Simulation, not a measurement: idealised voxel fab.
You're looking at the process module voxel transistor to metal.
Square cell edge 5 nm, section width 175 nm, ID cut.
Throughout this document, each cross-section is represented as a grid of square cells and is presented as a sequence of bands enumerated from the top downward, where a band comprises one or more rows of cells. Band: top and bottom heights (nm) first, top before bottom; then materials from left to right, widths in nm. "all across" marks a sole material filling the band edge to edge. "air" denotes empty space. Heads up on the height convention: 0 is the point under which the incoming wafer is all one material, and the lowest band has no bottom, it just keeps going down, like "0 nm and below". You'd read "30 to 40" like this: the band's top row of cells is as wide as the first number, its bottom row is as wide as the second, and going down, every row changes width by the same amount as the row before did. Reading "nothing altered" for a step: not a cell of the cross-section changed in it. Entry "Closed void roster". Content: empty spaces with no open connection to the top, size 8 cells or greater. Each: width x height at distance. Distance: from left edge. Unit: nm. Formally, on a step line, whatever follows the settings is a remark that the simulator itself makes on the step. A step line may carry the setting "overlay nm", which, for steps involving a mask, states the distance by which the mask lay to the right of its intended position; negative values denote displacement to the left.

### Steps planned for the process
1) op RECEIVE | material Si
2) op OXIDIZE | depth nm 5
3) op CONFORMAL_DEP | material SiN | thk nm 10
4) op MASKED_ETCH | tone cover | mask id ACTIVE | width nm 110 | etch materials SiN | depth nm 10 | overlay nm 0
5) op MASKED_ETCH | tone cover | mask id ACTIVE | width nm 110 | etch materials SiO2 | depth nm 5 | overlay nm 0
6) op MASKED_ETCH | tone cover | mask id ACTIVE | width nm 100 | etch materials Si | depth nm 25 | overlay nm 0
7) op OXIDIZE | depth nm 5
8) op FILL_DEP | material SiO2 | thk nm 5
9) op CMP | height nm 10
10) op SELECTIVE_ETCH | etch materials SiO2 | depth nm 5
11) op STRIP | etch materials SiN
12) op SELECTIVE_ETCH | etch materials SiO2 | depth nm 5
13) op OXIDIZE | depth nm 5
14) op DIRECTIONAL_DEP | material polySi | thk nm 25
15) op DIRECTIONAL_DEP | material SiCN | thk nm 15
16) op MASKED_ETCH | tone cover | mask id GATE | width nm 30 | etch materials SiCN | depth nm 25 | overlay nm 0
17) op MASKED_ETCH | tone cover | mask id GATE | width nm 30 | etch materials polySi | depth nm 35 | overlay nm 0
18) op CONFORMAL_DEP | material SiO2 | thk nm 5
19) op DIRECTIONAL_ETCH | etch materials SiO2 | depth nm 5
20) op CONFORMAL_DEP | material SiN | thk nm 5
21) op DIRECTIONAL_ETCH | etch materials SiN | depth nm 5
22) op DIRECTIONAL_ETCH | etch materials SiO2 | depth nm 5
23) op DIRECTIONAL_ETCH | etch materials Si | depth nm 10
24) op EPI | material nSi | thk nm 10
25) op FILL_DEP | material SiO2 | thk nm 10
26) op CMP | height nm 20
27) op STRIP | etch materials polySi
28) op SELECTIVE_ETCH | etch materials SiO2 | depth nm 5
29) op CONFORMAL_DEP | material HfO2 | thk nm 5
30) op CONFORMAL_DEP | material TiN | thk nm 5
31) op FILL_DEP | material W | thk nm 10
32) op CMP | height nm 15
33) op DIRECTIONAL_DEP | material SiO2 | thk nm 10
34) op DIRECTIONAL_DEP | material aC | thk nm 15
35) op PATTERN | tone open | mask id CONTACT | material resist | width nm 15 | pitch nm 75 | thk nm 35 | overlay nm 0
36) op DIRECTIONAL_ETCH | etch materials aC | depth nm 15
37) op STRIP | etch materials resist
38) op DIRECTIONAL_ETCH | etch materials SiO2 | depth nm 35
39) op STRIP | etch materials aC
40) op CONFORMAL_DEP | material TiN | thk nm 5
41) op FILL_DEP | material Ru | thk nm 5
42) op CMP | height nm 25
43) op DIRECTIONAL_DEP | material TiN | thk nm 5
44) op DIRECTIONAL_DEP | material W | thk nm 25
45) op DIRECTIONAL_DEP | material aC | thk nm 10
46) op PATTERN | tone cover | mask id METAL_1 | material resist | width nm 15 | pitch nm 75 | thk nm 25 | overlay nm 0
47) op DIRECTIONAL_ETCH | etch materials aC | depth nm 10
48) op STRIP | etch materials resist
49) op DIRECTIONAL_ETCH | etch materials W | depth nm 25
50) op DIRECTIONAL_ETCH | etch materials TiN | depth nm 5
51) op STRIP | etch materials aC
52) op CONFORMAL_DEP | material SiCN | thk nm 5
53) op FILL_DEP | material lowk | thk nm 5
54) op CMP | height nm 55
55) op CONFORMAL_DEP | material SiCN | thk nm 5
Split variable: width nm, step 6. Plan value = first wafer. Wafers start alike.

### Incoming state of the first of several wafers in cross-section: after step 1
* 0 nm and below = Si all across
* Closed void roster: none

### Quick key for the table: a row per wafer, taken at the end of the module. For each material it tells you how many cells the wafer gained (+) or lost (-) since it came in, and the closed voids come after
width nm 100 | +16 HfO2 | +8 Ru | -165 Si | +84 SiCN | +10 SiN | +224 SiO2 | +48 TiN | +42 W | +125 lowk | +28 nSi | Closed void roster: none
width nm 105 | +16 HfO2 | +8 Ru | -165 Si | +84 SiCN | +10 SiN | +224 SiO2 | +48 TiN | +42 W | +125 lowk | +28 nSi | Closed void roster: none
width nm 110 | +16 HfO2 | +8 Ru | -165 Si | +84 SiCN | +10 SiN | +224 SiO2 | +48 TiN | +42 W | +125 lowk | +28 nSi | Closed void roster: none
width nm 115 | +16 HfO2 | +8 Ru | -160 Si | +84 SiCN | +10 SiN | +217 SiO2 | +46 TiN | +42 W | +125 lowk | +32 nSi | Closed void roster: none
width nm 120 | +16 HfO2 | +8 Ru | -155 Si | +84 SiCN | +10 SiN | +210 SiO2 | +44 TiN | +42 W | +125 lowk | +36 nSi | Closed void roster: none
width nm 125 | +16 HfO2 | +8 Ru | -150 Si | +84 SiCN | +10 SiN | +205 SiO2 | +44 TiN | +42 W | +125 lowk | +36 nSi | Closed void roster: none
